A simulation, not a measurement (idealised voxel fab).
Module name: voxel air gaps (process module)
Displayed cross-section: cut, width of 175 nm, square cells sized 5 nm.
How to read a cross-section here: the picture is a grid of square cells, written as bands going from the top down, and any band can span one or more rows of cells.
Each band's line starts with the height of the band's top and of its bottom, in nm. Then come its materials from left to right, each with its width in nm. One material with "all across" fills the band from edge to edge. "air" is empty space.
For the purposes of this specification, 0 denotes the height below which the wafer in its as-received condition is composed wholly of one material, and the lowermost band, lacking a lower limit, extends downward without end, as expressed in "0..down".
The width entry "30->40" should be interpreted row by row: the top row of cells in the band takes the first number, the bottom row takes the second number, and the change between adjacent rows is uniform throughout.
"identical to before" (step): cross-section cells unchanged, all of them.
So "Fully sealed voids" is basically the list of trapped voids: any empty space of 8 cells or more that can't reach the top through an opening. They're written width x height at distance, the distance being from the left edge, and it's all nm.
On each step's line, the part that comes after the settings is the simulator's own comment on the step.
When a step includes a mask, the "overlay nm" setting on its line states how far to the right of its planned place that mask lay, and negative values state how far to the left.
Each pair of cross-sections that follows straddles one process step: the one shows the state before the step, the other the state after it, down to the lowest band that changed and no further. The step in question, and its settings, are given under the pair. Note that a pair is not necessarily a continuation of the pair above it, since pairs can come from different runs of this module on the same starting wafer; it is a continuation only where its entry headed "Cross-section, before" says so.
Cross-section, before
	0..down: Si all across
	Fully sealed voids: none
Post-Step Section View
	10..0: SiO2 all across
	Nothing below the height 0 has changed.
	Fully sealed voids: none
The step that takes the structure from the upper cross-section to the lower one is CONFORMAL_DEP with material SiO2, thk nm 10
Cross-section, before: = after-state of the pair above.
Post-Step Section View
	15..10: SiN all across
	Nothing below the height 10 has changed.
	Fully sealed voids: none
The step that takes the structure from the upper cross-section to the lower one is CONFORMAL_DEP with material SiN, thk nm 5
Cross-section, before: = after-state of the pair above.
Post-Step Section View
	55..15: lowk all across
	Nothing below the height 15 has changed.
	Fully sealed voids: none
The step that takes the structure from the upper cross-section to the lower one is DIRECTIONAL_DEP with material lowk, thk nm 40
Cross-section, before: = after-state of the pair above.
Post-Step Section View
	75..55: resist 30, then air 20, then resist 25, then air 20, then resist 25, then air 20, then resist 35
	Nothing below the height 55 has changed.
	Fully sealed voids: none
The step that takes the structure from the upper cross-section to the lower one is PATTERN with tone open, mask id LINES, material resist, width nm 20, pitch nm 45, thk nm 20, overlay nm 0
Cross-section, before: = after-state of the pair above.
Post-Step Section View
	75..55: resist 30, then air 20, then resist 25, then air 20, then resist 25, then air 20, then resist 35
	55..15: lowk 30, then air 20, then lowk 25, then air 20, then lowk 25, then air 20, then lowk 35
	Nothing below the height 15 has changed.
	Fully sealed voids: none
The step that takes the structure from the upper cross-section to the lower one is DIRECTIONAL_ETCH with etch materials lowk, depth nm 40
Cross-section, before: = after-state of the pair above.
Post-Step Section View
	55..15: lowk 30, then air 20, then lowk 25, then air 20, then lowk 25, then air 20, then lowk 35
	Nothing below the height 15 has changed.
	Fully sealed voids: none
The step that takes the structure from the upper cross-section to the lower one is STRIP with etch materials resist
Cross-section, before: = after-state of the pair above.
Post-Step Section View
	60..55: TiN 35, then air 10, then TiN 35, then air 10, then TiN 35, then air 10, then TiN 40
	55..20: lowk 30, then TiN 5, then air 10, then TiN 5, then lowk 25, then TiN 5, then air 10, then TiN 5, then lowk 25, then TiN 5, then air 10, then TiN 5, then lowk 35
	20..15: lowk 30, then TiN 20, then lowk 25, then TiN 20, then lowk 25, then TiN 20, then lowk 35
	Nothing below the height 15 has changed.
	Fully sealed voids: none
The step that takes the structure from the upper cross-section to the lower one is CONFORMAL_DEP with material TiN, thk nm 5
Cross-section, before: = after-state of the pair above.
Post-Step Section View
	70..60: Cu all across
	60..55: TiN 35, then Cu 10, then TiN 35, then Cu 10, then TiN 35, then Cu 10, then TiN 40
	55..20: lowk 30, then TiN 5, then Cu 10, then TiN 5, then lowk 25, then TiN 5, then Cu 10, then TiN 5, then lowk 25, then TiN 5, then Cu 10, then TiN 5, then lowk 35
	Nothing below the height 20 has changed.
	Fully sealed voids: none
The step that takes the structure from the upper cross-section to the lower one is FILL_DEP with material Cu, thk nm 10
Cross-section, before: = after-state of the pair above.
Post-Step Section View
	55..20: lowk 30, then TiN 5, then Cu 10, then TiN 5, then lowk 25, then TiN 5, then Cu 10, then TiN 5, then lowk 25, then TiN 5, then Cu 10, then TiN 5, then lowk 35
	Nothing below the height 20 has changed.
	Fully sealed voids: none
The step that takes the structure from the upper cross-section to the lower one is CMP with height nm 55
Cross-section, before: = after-state of the pair above.
Post-Step Section View
	65..55: air 20, then Ru 40, then air 5, then Ru 40, then air 5, then Ru 40, then air 25
	Nothing below the height 55 has changed.
	Fully sealed voids: none
The step that takes the structure from the upper cross-section to the lower one is EPI with material Ru, thk nm 10
Cross-section, before: = after-state of the pair above.
Post-Step Section View
	65..55: air 20, then Ru 40, then air 5, then Ru 40, then air 5, then Ru 40, then air 25
	55..20: air 30, then TiN 5, then Cu 10, then TiN 5, then air 25, then TiN 5, then Cu 10, then TiN 5, then air 25, then TiN 5, then Cu 10, then TiN 5, then air 35
	20..15: air 30, then TiN 20, then air 25, then TiN 20, then air 25, then TiN 20, then air 35
	Nothing below the height 15 has changed.
	Fully sealed voids: none
The step that takes the structure from the upper cross-section to the lower one is SELECTIVE_ETCH with etch materials lowk, depth nm 50
Cross-section, before: = after-state of the pair above.
Post-Step Section View
	70..65: air 15, then SiN 140, then air 20
	65..55: air 15, then SiN 5, then Ru 40, then SiN 5, then Ru 40, then SiN 5, then Ru 40, then SiN 5, then air 20
	55..50: air 15, then SiN 15, then TiN 5, then Cu 10, then TiN 5, then SiN 25, then TiN 5, then Cu 10, then TiN 5, then SiN 25, then TiN 5, then Cu 10, then TiN 5, then SiN 15, then air 20
	50..20: air 25, then SiN 5, then TiN 5, then Cu 10, then TiN 5, then SiN 5, then air 15, then SiN 5, then TiN 5, then Cu 10, then TiN 5, then SiN 5, then air 15, then SiN 5, then TiN 5, then Cu 10, then TiN 5, then SiN 5, then air 30
	20..15: SiN 30, then TiN 20, then SiN 25, then TiN 20, then SiN 25, then TiN 20, then SiN 35
	Nothing below the height 15 has changed.
	Fully sealed voids: 15 x 30 at 55; 15 x 30 at 100
The step that takes the structure from the upper cross-section to the lower one is CONFORMAL_DEP with material SiN, thk nm 5
Cross-section, before
	65..55: air 20, then Ru 40, then air 5, then Ru 40, then air 5, then Ru 40, then air 25
	55..20: lowk 30, then TiN 5, then Cu 10, then TiN 5, then lowk 25, then TiN 5, then Cu 10, then TiN 5, then lowk 25, then TiN 5, then Cu 10, then TiN 5, then lowk 35
	20..15: lowk 30, then TiN 20, then lowk 25, then TiN 20, then lowk 25, then TiN 20, then lowk 35
	15..10: SiN all across
	10..0: SiO2 all across
	0..down: Si all across
	Fully sealed voids: none
Post-Step Section View
	75..55: air 10, then Ru 150, then air 15
	Nothing below the height 55 has changed.
	Fully sealed voids: none
The step that takes the structure from the upper cross-section to the lower one is EPI with material Ru, thk nm 10
Cross-section, before: = after-state of the pair above.
Post-Step Section View
	75..55: air 10, then Ru 150, then air 15
	55..20: air 30, then TiN 5, then Cu 10, then TiN 5, then lowk 25, then TiN 5, then Cu 10, then TiN 5, then lowk 25, then TiN 5, then Cu 10, then TiN 5, then air 35
	20..15: air 30, then TiN 20, then lowk 25, then TiN 20, then lowk 25, then TiN 20, then air 35
	Nothing below the height 15 has changed.
	Fully sealed voids: none
The step that takes the structure from the upper cross-section to the lower one is SELECTIVE_ETCH with etch materials lowk, depth nm 50
Cross-section, before: = after-state of the pair above.
Post-Step Section View
	80..75: air 5, then SiN 160, then air 10
	75..55: air 5, then SiN 5, then Ru 150, then SiN 5, then air 10
	55..50: air 5, then SiN 25, then TiN 5, then Cu 10, then TiN 5, then lowk 25, then TiN 5, then Cu 10, then TiN 5, then lowk 25, then TiN 5, then Cu 10, then TiN 5, then SiN 25, then air 10
	50..20: air 25, then SiN 5, then TiN 5, then Cu 10, then TiN 5, then lowk 25, then TiN 5, then Cu 10, then TiN 5, then lowk 25, then TiN 5, then Cu 10, then TiN 5, then SiN 5, then air 30
	20..15: SiN 30, then TiN 20, then lowk 25, then TiN 20, then lowk 25, then TiN 20, then SiN 35
	Nothing below the height 15 has changed.
	Fully sealed voids: none
The step that takes the structure from the upper cross-section to the lower one is CONFORMAL_DEP with material SiN, thk nm 5
Cross-section, before
	10..0: SiO2 all across
	0..down: Si all across
	Fully sealed voids: none
Post-Step Section View
	50..10: lowk all across
	Nothing below the height 10 has changed.
	Fully sealed voids: none
The step that takes the structure from the upper cross-section to the lower one is DIRECTIONAL_DEP with material lowk, thk nm 40
Cross-section, before: = after-state of the pair above.
Post-Step Section View
	55..50: SiN all across
	Nothing below the height 50 has changed.
	Fully sealed voids: none
The step that takes the structure from the upper cross-section to the lower one is CONFORMAL_DEP with material SiN, thk nm 5
Cross-section, before: = after-state of the pair above.
Post-Step Section View
	75..55: resist 30, then air 20, then resist 25, then air 20, then resist 25, then air 20, then resist 35
	Nothing below the height 55 has changed.
	Fully sealed voids: none
The step that takes the structure from the upper cross-section to the lower one is PATTERN with tone open, mask id LINES, material resist, width nm 20, pitch nm 45, thk nm 20, overlay nm 0
Cross-section, before: = after-state of the pair above.
Post-Step Section View
	55..50: SiN all across
	Nothing below the height 50 has changed.
	Fully sealed voids: none
The step that takes the structure from the upper cross-section to the lower one is STRIP with etch materials resist
Cross-section, before: = after-state of the pair above.
Post-Step Section View
	60..55: TiN all across
	Nothing below the height 55 has changed.
	Fully sealed voids: none
The step that takes the structure from the upper cross-section to the lower one is CONFORMAL_DEP with material TiN, thk nm 5
Cross-section, before: = after-state of the pair above.
Post-Step Section View
	70..60: Cu all across
	Nothing below the height 60 has changed.
	Fully sealed voids: none
The step that takes the structure from the upper cross-section to the lower one is FILL_DEP with material Cu, thk nm 10
Cross-section, before: = after-state of the pair above.
Post-Step Section View
	55..50: SiN all across
	Nothing below the height 50 has changed.
	Fully sealed voids: none
The step that takes the structure from the upper cross-section to the lower one is CMP with height nm 55
Cross-section, before: = after-state of the pair above.
Post-Step Section View
	60..50: SiN all across
	Nothing below the height 50 has changed.
	Fully sealed voids: none
The step that takes the structure from the upper cross-section to the lower one is CONFORMAL_DEP with material SiN, thk nm 5
Cross-section, before
	70..60: Cu all across
	60..55: TiN 35, then Cu 10, then TiN 35, then Cu 10, then TiN 35, then Cu 10, then TiN 40
	55..20: lowk 30, then TiN 5, then Cu 10, then TiN 5, then lowk 25, then TiN 5, then Cu 10, then TiN 5, then lowk 25, then TiN 5, then Cu 10, then TiN 5, then lowk 35
	20..15: lowk 30, then TiN 20, then lowk 25, then TiN 20, then lowk 25, then TiN 20, then lowk 35
	15..10: SiN all across
	10..0: SiO2 all across
	0..down: Si all across
	Fully sealed voids: none
Post-Step Section View
	65..60: Cu all across
	Nothing below the height 60 has changed.
	Fully sealed voids: none
The step that takes the structure from the upper cross-section to the lower one is CMP with height nm 65
Cross-section, before: = after-state of the pair above.
Post-Step Section View
	75..65: Ru all across
	Nothing below the height 65 has changed.
	Fully sealed voids: none
The step that takes the structure from the upper cross-section to the lower one is EPI with material Ru, thk nm 10
Cross-section, before: = after-state of the pair above.
Post-Step Section View
	80..75: SiN all across
	Nothing below the height 75 has changed.
	Fully sealed voids: none
The step that takes the structure from the upper cross-section to the lower one is CONFORMAL_DEP with material SiN, thk nm 5
Cross-section, before
	55..15: lowk all across
	15..10: SiN all across
	10..0: SiO2 all across
	0..down: Si all across
	Fully sealed voids: none
Post-Step Section View
	75..55: resist 30, then air 25, then resist 20, then air 25, then resist 20, then air 25, then resist 30
	Nothing below the height 55 has changed.
	Fully sealed voids: none
The step that takes the structure from the upper cross-section to the lower one is PATTERN with tone open, mask id LINES, material resist, width nm 25, pitch nm 45, thk nm 20, overlay nm 0
Cross-section, before: = after-state of the pair above.
Post-Step Section View
	75..55: resist 30, then air 25, then resist 20, then air 25, then resist 20, then air 25, then resist 30
	55..15: lowk 30, then air 25, then lowk 20, then air 25, then lowk 20, then air 25, then lowk 30
	Nothing below the height 15 has changed.
	Fully sealed voids: none
The step that takes the structure from the upper cross-section to the lower one is DIRECTIONAL_ETCH with etch materials lowk, depth nm 40
Cross-section, before: = after-state of the pair above.
Post-Step Section View
	55..15: lowk 30, then air 25, then lowk 20, then air 25, then lowk 20, then air 25, then lowk 30
	Nothing below the height 15 has changed.
	Fully sealed voids: none
The step that takes the structure from the upper cross-section to the lower one is STRIP with etch materials resist
Cross-section, before: = after-state of the pair above.
Post-Step Section View
	60..55: TiN 35, then air 15, then TiN 30, then air 15, then TiN 30, then air 15, then TiN 35
	55..20: lowk 30, then TiN 5, then air 15, then TiN 5, then lowk 20, then TiN 5, then air 15, then TiN 5, then lowk 20, then TiN 5, then air 15, then TiN 5, then lowk 30
	20..15: lowk 30, then TiN 25, then lowk 20, then TiN 25, then lowk 20, then TiN 25, then lowk 30
	Nothing below the height 15 has changed.
	Fully sealed voids: none
The step that takes the structure from the upper cross-section to the lower one is CONFORMAL_DEP with material TiN, thk nm 5
Cross-section, before: = after-state of the pair above.
Post-Step Section View
	70..60: Cu all across
	60..55: TiN 35, then Cu 15, then TiN 30, then Cu 15, then TiN 30, then Cu 15, then TiN 35
	55..20: lowk 30, then TiN 5, then Cu 15, then TiN 5, then lowk 20, then TiN 5, then Cu 15, then TiN 5, then lowk 20, then TiN 5, then Cu 15, then TiN 5, then lowk 30
	Nothing below the height 20 has changed.
	Fully sealed voids: none
The step that takes the structure from the upper cross-section to the lower one is FILL_DEP with material Cu, thk nm 10
Cross-section, before: = after-state of the pair above.
Post-Step Section View
	55..20: lowk 30, then TiN 5, then Cu 15, then TiN 5, then lowk 20, then TiN 5, then Cu 15, then TiN 5, then lowk 20, then TiN 5, then Cu 15, then TiN 5, then lowk 30
	Nothing below the height 20 has changed.
	Fully sealed voids: none
The step that takes the structure from the upper cross-section to the lower one is CMP with height nm 55
Cross-section, before: = after-state of the pair above.
Post-Step Section View
	65..55: air 20, then Ru 135, then air 20
	Nothing below the height 55 has changed.
	Fully sealed voids: none
The step that takes the structure from the upper cross-section to the lower one is EPI with material Ru, thk nm 10
Cross-section, before: = after-state of the pair above.
Post-Step Section View
	65..55: air 20, then Ru 135, then air 20
	55..20: air 30, then TiN 5, then Cu 15, then TiN 5, then lowk 20, then TiN 5, then Cu 15, then TiN 5, then lowk 20, then TiN 5, then Cu 15, then TiN 5, then air 30
	20..15: air 30, then TiN 25, then lowk 20, then TiN 25, then lowk 20, then TiN 25, then air 30
	Nothing below the height 15 has changed.
	Fully sealed voids: none
The step that takes the structure from the upper cross-section to the lower one is SELECTIVE_ETCH with etch materials lowk, depth nm 50
Cross-section, before: = after-state of the pair above.
Post-Step Section View
	70..65: air 15, then SiN 145, then air 15
	65..55: air 15, then SiN 5, then Ru 135, then SiN 5, then air 15
	55..50: air 15, then SiN 15, then TiN 5, then Cu 15, then TiN 5, then lowk 20, then TiN 5, then Cu 15, then TiN 5, then lowk 20, then TiN 5, then Cu 15, then TiN 5, then SiN 15, then air 15
	50..20: air 25, then SiN 5, then TiN 5, then Cu 15, then TiN 5, then lowk 20, then TiN 5, then Cu 15, then TiN 5, then lowk 20, then TiN 5, then Cu 15, then TiN 5, then SiN 5, then air 25
	20..15: SiN 30, then TiN 25, then lowk 20, then TiN 25, then lowk 20, then TiN 25, then SiN 30
	Nothing below the height 15 has changed.
	Fully sealed voids: none
The step that takes the structure from the upper cross-section to the lower one is CONFORMAL_DEP with material SiN, thk nm 5
Cross-section, before
	55..15: lowk all across
	15..10: SiN all across
	10..0: SiO2 all across
	0..down: Si all across
	Fully sealed voids: none
Post-Step Section View
	75..55: resist 35, then air 20, then resist 25, then air 20, then resist 25, then air 20, then resist 30
	Nothing below the height 55 has changed.
	Fully sealed voids: none
The step that takes the structure from the upper cross-section to the lower one is PATTERN with tone open, mask id LINES, material resist, width nm 20, pitch nm 45, thk nm 20, overlay nm 5
Cross-section, before: = after-state of the pair above.
Post-Step Section View
	75..55: resist 35, then air 20, then resist 25, then air 20, then resist 25, then air 20, then resist 30
	55..15: lowk 35, then air 20, then lowk 25, then air 20, then lowk 25, then air 20, then lowk 30
	Nothing below the height 15 has changed.
	Fully sealed voids: none
The step that takes the structure from the upper cross-section to the lower one is DIRECTIONAL_ETCH with etch materials lowk, depth nm 40
Cross-section, before: = after-state of the pair above.
Post-Step Section View
	55..15: lowk 35, then air 20, then lowk 25, then air 20, then lowk 25, then air 20, then lowk 30
	Nothing below the height 15 has changed.
	Fully sealed voids: none
The step that takes the structure from the upper cross-section to the lower one is STRIP with etch materials resist
Cross-section, before: = after-state of the pair above.
Post-Step Section View
	60..55: TiN 40, then air 10, then TiN 35, then air 10, then TiN 35, then air 10, then TiN 35
	55..20: lowk 35, then TiN 5, then air 10, then TiN 5, then lowk 25, then TiN 5, then air 10, then TiN 5, then lowk 25, then TiN 5, then air 10, then TiN 5, then lowk 30
	20..15: lowk 35, then TiN 20, then lowk 25, then TiN 20, then lowk 25, then TiN 20, then lowk 30
	Nothing below the height 15 has changed.
	Fully sealed voids: none
The step that takes the structure from the upper cross-section to the lower one is CONFORMAL_DEP with material TiN, thk nm 5
Cross-section, before: = after-state of the pair above.
Post-Step Section View
	70..60: Cu all across
	60..55: TiN 40, then Cu 10, then TiN 35, then Cu 10, then TiN 35, then Cu 10, then TiN 35
	55..20: lowk 35, then TiN 5, then Cu 10, then TiN 5, then lowk 25, then TiN 5, then Cu 10, then TiN 5, then lowk 25, then TiN 5, then Cu 10, then TiN 5, then lowk 30
	Nothing below the height 20 has changed.
	Fully sealed voids: none
The step that takes the structure from the upper cross-section to the lower one is FILL_DEP with material Cu, thk nm 10
Cross-section, before: = after-state of the pair above.
Post-Step Section View
	55..20: lowk 35, then TiN 5, then Cu 10, then TiN 5, then lowk 25, then TiN 5, then Cu 10, then TiN 5, then lowk 25, then TiN 5, then Cu 10, then TiN 5, then lowk 30
	Nothing below the height 20 has changed.
	Fully sealed voids: none
The step that takes the structure from the upper cross-section to the lower one is CMP with height nm 55
Cross-section, before: = after-state of the pair above.
Post-Step Section View
	65..55: air 25, then Ru 40, then air 5, then Ru 40, then air 5, then Ru 40, then air 20
	Nothing below the height 55 has changed.
	Fully sealed voids: none
The step that takes the structure from the upper cross-section to the lower one is EPI with material Ru, thk nm 10
Cross-section, before: = after-state of the pair above.
Post-Step Section View
	65..55: air 25, then Ru 40, then air 5, then Ru 40, then air 5, then Ru 40, then air 20
	55..20: air 35, then TiN 5, then Cu 10, then TiN 5, then air 25, then TiN 5, then Cu 10, then TiN 5, then air 25, then TiN 5, then Cu 10, then TiN 5, then air 30
	20..15: air 35, then TiN 20, then air 25, then TiN 20, then air 25, then TiN 20, then air 30
	Nothing below the height 15 has changed.
	Fully sealed voids: none
The step that takes the structure from the upper cross-section to the lower one is SELECTIVE_ETCH with etch materials lowk, depth nm 50
Cross-section, before: = after-state of the pair above.
Post-Step Section View
	70..65: air 20, then SiN 140, then air 15
	65..55: air 20, then SiN 5, then Ru 40, then SiN 5, then Ru 40, then SiN 5, then Ru 40, then SiN 5, then air 15
	55..50: air 20, then SiN 15, then TiN 5, then Cu 10, then TiN 5, then SiN 25, then TiN 5, then Cu 10, then TiN 5, then SiN 25, then TiN 5, then Cu 10, then TiN 5, then SiN 15, then air 15
	50..20: air 30, then SiN 5, then TiN 5, then Cu 10, then TiN 5, then SiN 5, then air 15, then SiN 5, then TiN 5, then Cu 10, then TiN 5, then SiN 5, then air 15, then SiN 5, then TiN 5, then Cu 10, then TiN 5, then SiN 5, then air 25
	20..15: SiN 35, then TiN 20, then SiN 25, then TiN 20, then SiN 25, then TiN 20, then SiN 30
	Nothing below the height 15 has changed.
	Fully sealed voids: 15 x 30 at 60; 15 x 30 at 105
The step that takes the structure from the upper cross-section to the lower one is CONFORMAL_DEP with material SiN, thk nm 5
Cross-section, before
	65..55: air 20, then Ru 40, then air 5, then Ru 40, then air 5, then Ru 40, then air 25
	55..20: air 30, then TiN 5, then Cu 10, then TiN 5, then air 25, then TiN 5, then Cu 10, then TiN 5, then air 25, then TiN 5, then Cu 10, then TiN 5, then air 35
	20..15: air 30, then TiN 20, then air 25, then TiN 20, then air 25, then TiN 20, then air 35
	15..10: SiN all across
	10..0: SiO2 all across
	0..down: Si all across
	Fully sealed voids: none
Post-Step Section View
	70..65: air 15, then Cu 140, then air 20
	65..55: air 15, then Cu 5, then Ru 40, then Cu 5, then Ru 40, then Cu 5, then Ru 40, then Cu 5, then air 20
	55..50: air 15, then Cu 15, then TiN 5, then Cu 10, then TiN 5, then Cu 25, then TiN 5, then Cu 10, then TiN 5, then Cu 25, then TiN 5, then Cu 10, then TiN 5, then Cu 15, then air 20
	50..20: air 25, then Cu 5, then TiN 5, then Cu 10, then TiN 5, then Cu 5, then air 15, then Cu 5, then TiN 5, then Cu 10, then TiN 5, then Cu 5, then air 15, then Cu 5, then TiN 5, then Cu 10, then TiN 5, then Cu 5, then air 30
	20..15: Cu 30, then TiN 20, then Cu 25, then TiN 20, then Cu 25, then TiN 20, then Cu 35
	Nothing below the height 15 has changed.
	Fully sealed voids: 15 x 30 at 55; 15 x 30 at 100
The step that takes the structure from the upper cross-section to the lower one is CONFORMAL_DEP with material Cu, thk nm 5
Cross-section, before
	55..15: lowk all across
	15..10: SiN all across
	10..0: SiO2 all across
	0..down: Si all across
	Fully sealed voids: none
Post-Step Section View
	75..55: air 30, then resist 20, then air 25, then resist 20, then air 25, then resist 20, then air 35
	Nothing below the height 55 has changed.
	Fully sealed voids: none
The step that takes the structure from the upper cross-section to the lower one is PATTERN with tone cover, mask id LINES, material resist, width nm 20, pitch nm 45, thk nm 20, overlay nm 0
Cross-section, before: = after-state of the pair above.
Post-Step Section View
	75..55: air 30, then resist 20, then air 25, then resist 20, then air 25, then resist 20, then air 35
	55..15: air 30, then lowk 20, then air 25, then lowk 20, then air 25, then lowk 20, then air 35
	Nothing below the height 15 has changed.
	Fully sealed voids: none
The step that takes the structure from the upper cross-section to the lower one is DIRECTIONAL_ETCH with etch materials lowk, depth nm 40
Cross-section, before: = after-state of the pair above.
Post-Step Section View
	55..15: air 30, then lowk 20, then air 25, then lowk 20, then air 25, then lowk 20, then air 35
	Nothing below the height 15 has changed.
	Fully sealed voids: none
The step that takes the structure from the upper cross-section to the lower one is STRIP with etch materials resist
Cross-section, before: = after-state of the pair above.
Post-Step Section View
	60..55: air 25, then TiN 30, then air 15, then TiN 30, then air 15, then TiN 30, then air 30
	55..20: air 25, then TiN 5, then lowk 20, then TiN 5, then air 15, then TiN 5, then lowk 20, then TiN 5, then air 15, then TiN 5, then lowk 20, then TiN 5, then air 30
	20..15: TiN 30, then lowk 20, then TiN 25, then lowk 20, then TiN 25, then lowk 20, then TiN 35
	Nothing below the height 15 has changed.
	Fully sealed voids: none
The step that takes the structure from the upper cross-section to the lower one is CONFORMAL_DEP with material TiN, thk nm 5
Cross-section, before: = after-state of the pair above.
Post-Step Section View
	70..60: Cu all across
	60..55: Cu 25, then TiN 30, then Cu 15, then TiN 30, then Cu 15, then TiN 30, then Cu 30
	55..20: Cu 25, then TiN 5, then lowk 20, then TiN 5, then Cu 15, then TiN 5, then lowk 20, then TiN 5, then Cu 15, then TiN 5, then lowk 20, then TiN 5, then Cu 30
	Nothing below the height 20 has changed.
	Fully sealed voids: none
The step that takes the structure from the upper cross-section to the lower one is FILL_DEP with material Cu, thk nm 10
Cross-section, before: = after-state of the pair above.
Post-Step Section View
	55..20: Cu 25, then TiN 5, then lowk 20, then TiN 5, then Cu 15, then TiN 5, then lowk 20, then TiN 5, then Cu 15, then TiN 5, then lowk 20, then TiN 5, then Cu 30
	Nothing below the height 20 has changed.
	Fully sealed voids: none
The step that takes the structure from the upper cross-section to the lower one is CMP with height nm 55
Cross-section, before: = after-state of the pair above.
Post-Step Section View
	65..55: Ru all across
	Nothing below the height 55 has changed.
	Fully sealed voids: none
The step that takes the structure from the upper cross-section to the lower one is EPI with material Ru, thk nm 10
Cross-section, before: = after-state of the pair above.
Post-Step Section View
	70..65: SiN all across
	Nothing below the height 65 has changed.
	Fully sealed voids: none
The step that takes the structure from the upper cross-section to the lower one is CONFORMAL_DEP with material SiN, thk nm 5
